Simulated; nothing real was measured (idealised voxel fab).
Process module heading - voxel air gaps
Section cut is 205 nm wide and gridded with 5 nm square cells.
Cross-section spec: square-cell grid; bands listed top down; each band is one or more rows.
Quick guide to a band line: top height, bottom height (nm) up front; then every material left to right with its width in nm. Only one material and it's marked "everywhere"? Then it fills the band edge to edge. And "empty" just means empty space.
Where do heights start? At 0: under that level the wafer as delivered is made of one material only. And the lowest band has no floor; it just carries on downward, as in "0 down".
When a width is written as two numbers, as in "30..40", the first number is the width in the top row of cells of the band and the second is the width in its bottom row, and the width changes by the same amount from each row to the next.
What does "remained the same" mean for a step? It means no cell of the cross-section changed in that step.
The entry titled "Closed-off voids" provides the empty spaces that have no open way to the top, restricted to those of 8 cells or more. Each is presented as width x height at distance, the distance being measured from the left edge, with all three in nm.
On each step's line, the part that comes after the settings is the simulator's own comment on the step.
overlay nm: mask offset rightward from planned place, masked step; negative means leftward offset.
The remainder of this document consists of a sequence of paired cross-sections. Each pair presents the cross-section prior to one process step together with the cross-section following it, the latter being rendered only as deep as the lowest band that underwent change. The intervening step, together with its settings, is stated beneath each pair. Because the pairs may originate from different runs of this module on the same starting wafer, a given pair is to be read as continuing from the preceding pair only where its entry headed "State on entry" so indicates.
State on entry
50 to 20  Cu (35), then TiN (5), then lowk (20), then TiN (5), then Cu (20), then TiN (5), then lowk (20), then TiN (5), then Cu (20), then TiN (5), then lowk (20), then TiN (5), then Cu (40)
20 to 15  TiN (40), then lowk (20), then TiN (30), then lowk (20), then TiN (30), then lowk (20), then TiN (45)
15 to 10  SiN everywhere
10 to 0  SiO2 everywhere
0 down  Si everywhere
Closed-off voids: none
Post-Process Section
60 to 50  Ru everywhere
Unchanged below 50.
Closed-off voids: none
the step between: EPI: material Ru, thk nm 10
State on entry: look at the pair above, its after cross-section is where this step starts.
Post-Process Section
65 to 60  SiCN everywhere
Unchanged below 60.
Closed-off voids: none
the step between: CONFORMAL_DEP: material SiCN, thk nm 5
